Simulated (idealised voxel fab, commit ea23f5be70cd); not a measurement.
Process module under the name voxel self aligned contacts
Square cell edge 5 nm, section width 260 nm, ID cut.
Heads up, the way a cross-section reads in here is a grid of square cells, handed over as bands from the top down, with every band being one or more rows of cells.
Quick guide to a band line: top height, bottom height (nm) up front; then every material left to right with its width in nm. Only one material and it's marked "everywhere"? Then it fills the band edge to edge. And "air" just means empty space.
Measure heights from 0. That's the level where, below it, the as-received wafer is all one material. The lowest band is bottomless and extends downward; write it as in "top 0, no bottom".
With a width like "30 to 40", each row of cells in the band differs from the next by the same amount, the top row carrying the first number and the bottom row the second.
What does "nothing was modified" mean for a step? It means no cell of the cross-section changed in that step.
Voids not open to the top, 8 cells minimum: see "Closed empty spaces". Written width x height at distance; distance is from the left edge; nm.
On each step's line, the part that comes after the settings is the simulator's own comment on the step.
What "overlay nm" on a step's line means: if the step has a mask, that mask lay this far to the right of its planned place, or, when the value is negative, to the left.

Listed below are the process steps as planned:
1) RECEIVE (material Si)
2) OXIDIZE (depth nm 5)
3) DIRECTIONAL_DEP (material polySi; thk nm 30)
4) DIRECTIONAL_DEP (material SiN; thk nm 25)
5) PATTERN (tone cover; mask id GATE; material resist; width nm 25; pitch nm 70; thk nm 15; overlay nm 0)
6) DIRECTIONAL_ETCH (etch materials SiN; depth nm 25)
7) DIRECTIONAL_ETCH (etch materials polySi; depth nm 30)
8) STRIP (etch materials resist)
9) CONFORMAL_DEP (material SiN; thk nm 10)
10) DIRECTIONAL_ETCH (etch materials SiN; depth nm 10)
11) FILL_DEP (material SiO2; thk nm 15)
12) CMP (height nm 65)
13) MASKED_ETCH (tone open; mask id CONTACT; width nm 55; pitch nm 70; etch materials SiO2; depth nm 70; overlay nm 0)
14) CONFORMAL_DEP (material TiN; thk nm 5)
15) FILL_DEP (material W; thk nm 10)
16) CMP (height nm 65)
17) CONFORMAL_DEP (material SiN; thk nm 5)

as received, after step 1:
- top 0, no bottom | Si everywhere
- Closed empty spaces: none

Wafer cross-section at end of module: start and plan as shown above, one execution error:
- top 70, bottom 65 | SiN everywhere
- top 65, bottom 55 | 55 nm SiO2; 5 to 30 nm TiN; 45 to 15 nm W; 5 to 10 nm TiN; 15 nm SiO2; 5 to 30 nm TiN; 45 to 15 nm W; 5 to 10 nm TiN; 80 nm SiO2
- top 55, bottom 30 | 35 nm SiO2; 45 nm SiN; 5 nm TiN; 15 nm W; 5 nm TiN; 45 nm SiN; 5 nm TiN; 15 nm W; 5 nm TiN; 45 nm SiN; 40 nm SiO2
- top 30, bottom 0 | 35 nm SiO2; 10 nm SiN; 25 nm polySi; 10 nm SiN; 5 nm TiN; 15 nm W; 5 nm TiN; 10 nm SiN; 25 nm polySi; 10 nm SiN; 5 nm TiN; 15 nm W; 5 nm TiN; 10 nm SiN; 25 nm polySi; 10 nm SiN; 40 nm SiO2
- top 0, bottom -5 | 80 nm SiO2; 25 nm TiN; 45 nm SiO2; 25 nm TiN; 85 nm SiO2
- top -5, no bottom | Si everywhere
- Closed empty spaces: none
Plan not followed: off-plan run, step 13, actual operation and settings MASKED_ETCH (tone open; mask id CONTACT; width nm 55; pitch nm 70; etch materials SiO2; depth nm 70; overlay nm -10)
